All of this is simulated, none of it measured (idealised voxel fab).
You're looking at the process module voxel ribs on slabs.
We display cut, a cross-section 240 nm in width whose square cells are each 5 nm.
We lay out every cross-section as a grid of square cells and spell it out in bands from the top down, where one band means one or more rows of cells.
Each band's line starts with the height of the band's top and of its bottom, in nm. Then come its materials from left to right, each with its width in nm. One material with "edge to edge" fills the band from edge to edge. "blank" is empty space.
Ref level 0: as-received wafer is one material below here. Bottom band extends down with no lower bound ("from 0 down").
A width given as "30->40" starts at the first number in the band's top row and ends at the second number in its bottom row, shifting by an equal amount at every step from row to row.
Step note "nothing different" = no cross-section cell changed.
What "Trapped void list" gives you is every empty space of 8 cells or more that is cut off from the top. Each appears as width x height at distance, with the distance taken from the left edge and width, height and distance all in nm.
It should be noted that, on the line of a given step, the content following the step's settings is a remark produced by the simulator itself with respect to that step.
What "overlay nm" on a step's line means: if the step has a mask, that mask lay this far to the right of its planned place, or, when the value is negative, to the left.

Process steps (planned):
| 1 | RECEIVE: material Si |
| 2 | DIRECTIONAL_DEP: material SiO2, thk nm 25 |
| 3 | DIRECTIONAL_DEP: material SiN, thk nm 25 |
| 4 | PATTERN: tone cover, mask id RIB, material resist, width nm 30, thk nm 20, overlay nm 0 |
| 5 | DIRECTIONAL_ETCH: etch materials SiN, depth nm 5 |
| 6 | STRIP: etch materials resist |
| 7 | PATTERN: tone cover, mask id SLAB, material resist, width nm 90, thk nm 15, overlay nm 0 |
| 8 | DIRECTIONAL_ETCH: etch materials SiN, depth nm 20 |
| 9 | STRIP: etch materials resist |
| 10 | FILL_DEP: material SiO2, thk nm 20 |
| 11 | CMP: height nm 65 |
| 12 | DIRECTIONAL_DEP: material W, thk nm 5 |
| 13 | DIRECTIONAL_DEP: material aC, thk nm 10 |
| 14 | PATTERN: tone cover, mask id HEATER, material resist, width nm 40, thk nm 30, overlay nm 0 |
| 15 | DIRECTIONAL_ETCH: etch materials aC, depth nm 10 |
| 16 | STRIP: etch materials resist |
| 17 | DIRECTIONAL_ETCH: etch materials W, depth nm 5 |
| 18 | STRIP: etch materials aC |
| 19 | CONFORMAL_DEP: material SiO2, thk nm 5 |

Cross-section of the wafer as it came to us, i.e., already through step 1:
    from 0 down = Si edge to edge
    Trapped void list: none

The plan above was carried out on the starting structure above with one mistake, and this cross-section shows the wafer at the end of the module:
    from 75 to 70 = blank: 95; SiO2: 50; blank: 95
    from 70 to 65 = SiO2: 100; W: 40; SiO2: 100
    from 65 to 25 = SiO2 edge to edge
    from 25 to 0 = SiN edge to edge
    from 0 down = Si edge to edge
    Trapped void list: none
So what did we get wrong on this run? steps 2 and 3 traded places in the executed sequence
